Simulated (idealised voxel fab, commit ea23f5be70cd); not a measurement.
The process module presented herein is designated voxel self aligned contacts.
For reference, the cross-section in this document is cut, with width 210 nm and square cells of 5 nm.
A cross-section is written here as square cells arranged in a grid, and it is given in bands from the top down, each band taking up one or more rows of cells. Per band: top height and bottom height in nm, followed by the left-to-right materials and their widths in nm; "everywhere" marks a single material spanning edge to edge, "air" marks empty space. Convention: height 0 is the level below which the wafer, as received, is all one material. The lowest band does not terminate at the bottom but continues downward, represented as "0..down". It should be noted that a width expressed as "30..40" varies in equal increments from row to row of cells within the band, taking the value of the first number at the top row and that of the second number at the bottom row. A step reported as "everything unchanged" is a step in which no cell of the cross-section changed. "Closed void catalog" lists enclosed empty spaces (at least 8 cells, no open path upward to the top), each as width x height at distance from the left edge, in nm. On each step's line, the part that comes after the settings is the simulator's own comment on the step. "overlay nm" answers the question of how far to the right of plan the mask lay on a step that has a mask, and when it is negative the answer is to the left.

SO HERE'S THE LINEUP OF PROCESS STEPS WE PLANNED
- 1: RECEIVE | material Si
- 2: CONFORMAL_DEP | material SiO2 | thk nm 5
- 3: DIRECTIONAL_DEP | material polySi | thk nm 20
- 4: DIRECTIONAL_DEP | material SiN | thk nm 15
- 5: DIRECTIONAL_DEP | material aC | thk nm 10
- 6: PATTERN | tone cover | mask id GATE | material resist | width nm 35 | pitch nm 60 | thk nm 25 | overlay nm 0
- 7: DIRECTIONAL_ETCH | etch materials aC | depth nm 10
- 8: STRIP | etch materials resist
- 9: DIRECTIONAL_ETCH | etch materials SiN | depth nm 15
- 10: DIRECTIONAL_ETCH | etch materials polySi | depth nm 20
- 11: STRIP | etch materials aC
- 12: CONFORMAL_DEP | material SiN | thk nm 5
- 13: DIRECTIONAL_ETCH | etch materials SiN | depth nm 5
- 14: FILL_DEP | material SiO2 | thk nm 10
- 15: CMP | height nm 45
- 16: PATTERN | tone open | mask id CONTACT | material resist | width nm 35 | thk nm 15 | overlay nm 0
- 17: DIRECTIONAL_ETCH | etch materials SiO2 | depth nm 45
- 18: STRIP | etch materials resist
- 19: CONFORMAL_DEP | material TiN | thk nm 5
- 20: FILL_DEP | material W | thk nm 10
- 21: CMP | height nm 45
- 22: CONFORMAL_DEP | material SiCN | thk nm 5

DELIVERED WAFER IN CROSS-SECTION: STATE AFTER STEP 1
0..down | Si everywhere
Closed void catalog: none

CROSS-SECTIONAL IMAGE OF THE FIRST OF TWO WAFERS AT THE END OF THE MODULE, THE RUN HAVING PROCEEDED AS PLANNED
50..45 | SiCN everywhere
45..40 | SiO2 85 | TiN 15 | W 5 | TiN 15 | SiO2 90
40..25 | SiO2 50 | SiN 45 | TiN 5 | W 5 | TiN 5 | SiN 45 | SiO2 55
25..5 | SiO2 50 | SiN 5 | polySi 35 | SiN 5 | TiN 5 | W 5 | TiN 5 | SiN 5 | polySi 35 | SiN 5 | SiO2 55
5..0 | SiO2 95 | TiN 15 | SiO2 100
0..down | Si everywhere
Closed void catalog: none

HERE IS THE SECOND OF THE TWO WAFERS CUT OPEN AT THE END OF THE MODULE - SAME START, SAME PLAN AS THE FIRST ONE, BUT WE MADE ONE MISTAKE RUNNING IT
50..45 | SiCN everywhere
45..30 | SiO2 50 | SiN 45 | TiN 5 | W 5 | TiN 5 | SiN 45 | SiO2 55
30..15 | SiO2 50 | SiN 5 | polySi 35 | SiN 5 | TiN 5 | W 5 | TiN 5 | SiN 5 | polySi 35 | SiN 5 | SiO2 55
15..10 | SiO2 50 | SiN 5 | polySi 35 | SiN 5 | TiN 15 | SiN 5 | polySi 35 | SiN 5 | SiO2 55
10..5 | polySi everywhere
5..0 | SiO2 everywhere
0..down | Si everywhere
Closed void catalog: none
What went wrong in running the wafer? it should be noted that step 3 was executed with settings other than those planned, the operation and settings actually applied being DIRECTIONAL_DEP | material polySi | thk nm 25
Counted in cells at the end, the second wafer holds more or fewer of these materials than the first: 32 fewer of SiO2, 8 fewer of TiN, 2 fewer of W, 42 more of polySi
